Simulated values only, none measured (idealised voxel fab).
process module | voxel capacitor over wiring
cross-section cut | 200 nm wide | cells 5 nm
A cross-section is a grid of square cells, given in bands from the top down. A band is one or more rows of cells.
Each band's line starts with the height of the band's top and of its bottom, in nm. Then come its materials from left to right, each with its width in nm. One material with "throughout" fills the band from edge to edge. "air" is empty space.
Height 0 is the level under which the wafer as received is all one material. The lowest band goes on downwards, as in "0 down".
A width such as "30 to 40" changes by the same amount from each row of cells to the next, from the band's top row to its bottom row.
"no change" after a step means that no cell of the cross-section changed.
closed voids: empty space of 8 cells or more with no open way to the top, each as width x height at its distance from the left edge, in nm
after a step's settings: what the simulator itself notes on the step
overlay nm, on a step with a mask: how far to the right of its planned place the mask lay; to the left if negative
plan
1 op RECEIVE | material Si
2 op CONFORMAL_DEP | material SiO2 | thk nm 15
3 op DIRECTIONAL_DEP | material TiN | thk nm 5
4 op DIRECTIONAL_DEP | material Ru | thk nm 20
5 op DIRECTIONAL_DEP | material aC | thk nm 10
6 op PATTERN | tone cover | mask id METAL_1 | material resist | width nm 30 | pitch nm 100 | thk nm 25 | overlay nm 0
7 op DIRECTIONAL_ETCH | etch materials aC | depth nm 10
8 op STRIP | etch materials resist
9 op DIRECTIONAL_ETCH | etch materials Ru | depth nm 20
10 op DIRECTIONAL_ETCH | etch materials TiN | depth nm 5
11 op STRIP | etch materials aC
12 op FILL_DEP | material lowk | thk nm 10
13 op CMP | height nm 40
14 op CONFORMAL_DEP | material SiCN | thk nm 5
15 op DIRECTIONAL_DEP | material lowk | thk nm 15
16 op DIRECTIONAL_DEP | material aC | thk nm 15
17 op PATTERN | tone open | mask id PLUG_1 | material resist | width nm 15 | thk nm 35 | overlay nm 0
18 op DIRECTIONAL_ETCH | etch materials aC | depth nm 15
19 op STRIP | etch materials resist
20 op DIRECTIONAL_ETCH | etch materials lowk | depth nm 15
21 op DIRECTIONAL_ETCH | etch materials SiCN | depth nm 5
22 op STRIP | etch materials aC
23 op EPI | material Ru | thk nm 10
24 op EPI | material Ru | thk nm 10
25 op DIRECTIONAL_DEP | material TiN | thk nm 10
26 op DIRECTIONAL_DEP | material Al2O3 | thk nm 5
27 op DIRECTIONAL_DEP | material TiN | thk nm 5
28 op PATTERN | tone cover | mask id UPPER_PLATE | material resist | width nm 75 | thk nm 15 | overlay nm 0
29 op DIRECTIONAL_ETCH | etch materials TiN | depth nm 5
30 op DIRECTIONAL_ETCH | etch materials Al2O3 | depth nm 5
31 op STRIP | etch materials resist
32 op DIRECTIONAL_DEP | material aC | thk nm 10
33 op PATTERN | tone cover | mask id LOWER_PLATE | material resist | width nm 85 | thk nm 25 | overlay nm 0
34 op DIRECTIONAL_ETCH | etch materials aC | depth nm 10
35 op STRIP | etch materials resist
36 op DIRECTIONAL_ETCH | etch materials TiN | depth nm 10
37 op STRIP | etch materials aC
38 op FILL_DEP | material SiO2 | thk nm 15
39 op CMP | height nm 90
40 op DIRECTIONAL_DEP | material aC | thk nm 15
41 op PATTERN | tone open | mask id PLUG_2 | material resist | width nm 15 | thk nm 30 | overlay nm 0
42 op DIRECTIONAL_ETCH | etch materials aC | depth nm 15
43 op STRIP | etch materials resist
44 op DIRECTIONAL_ETCH | etch materials SiO2 | depth nm 10
45 op STRIP | etch materials aC
46 op CONFORMAL_DEP | material TiN | thk nm 5
47 op FILL_DEP | material Ru | thk nm 10
48 op CMP | height nm 90
49 op CONFORMAL_DEP | material SiCN | thk nm 5
as received, after step 1
  0 down: Si throughout
  closed voids: none
a wafer at the end: this start, this plan, one mistake
  95 to 90: SiCN throughout
  90 to 85: SiO2 60 | TiN 5 | Ru 5 | TiN 5 | SiO2 125
  85 to 75: SiO2 60 to 50 | TiN 15 to 75 | SiO2 125 to 75
  75 to 70: SiO2 50 | Al2O3 75 | SiO2 75
  70 to 60: SiO2 45 | TiN 85 | SiO2 70
  60 to 45: lowk 50 | Ru 15 | lowk 135
  45 to 40: SiCN 50 | Ru 15 | SiCN 135
  40 to 20: lowk 40 | Ru 30 | lowk 70 | Ru 30 | lowk 30
  20 to 15: lowk 40 | TiN 30 | lowk 70 | TiN 30 | lowk 30
  15 to 0: SiO2 throughout
  0 down: Si throughout
  closed voids: none
what went wrong: step 6 ran as: op PATTERN | tone cover | mask id METAL_1 | material resist | width nm 30 | pitch nm 100 | thk nm 25 | overlay nm 5
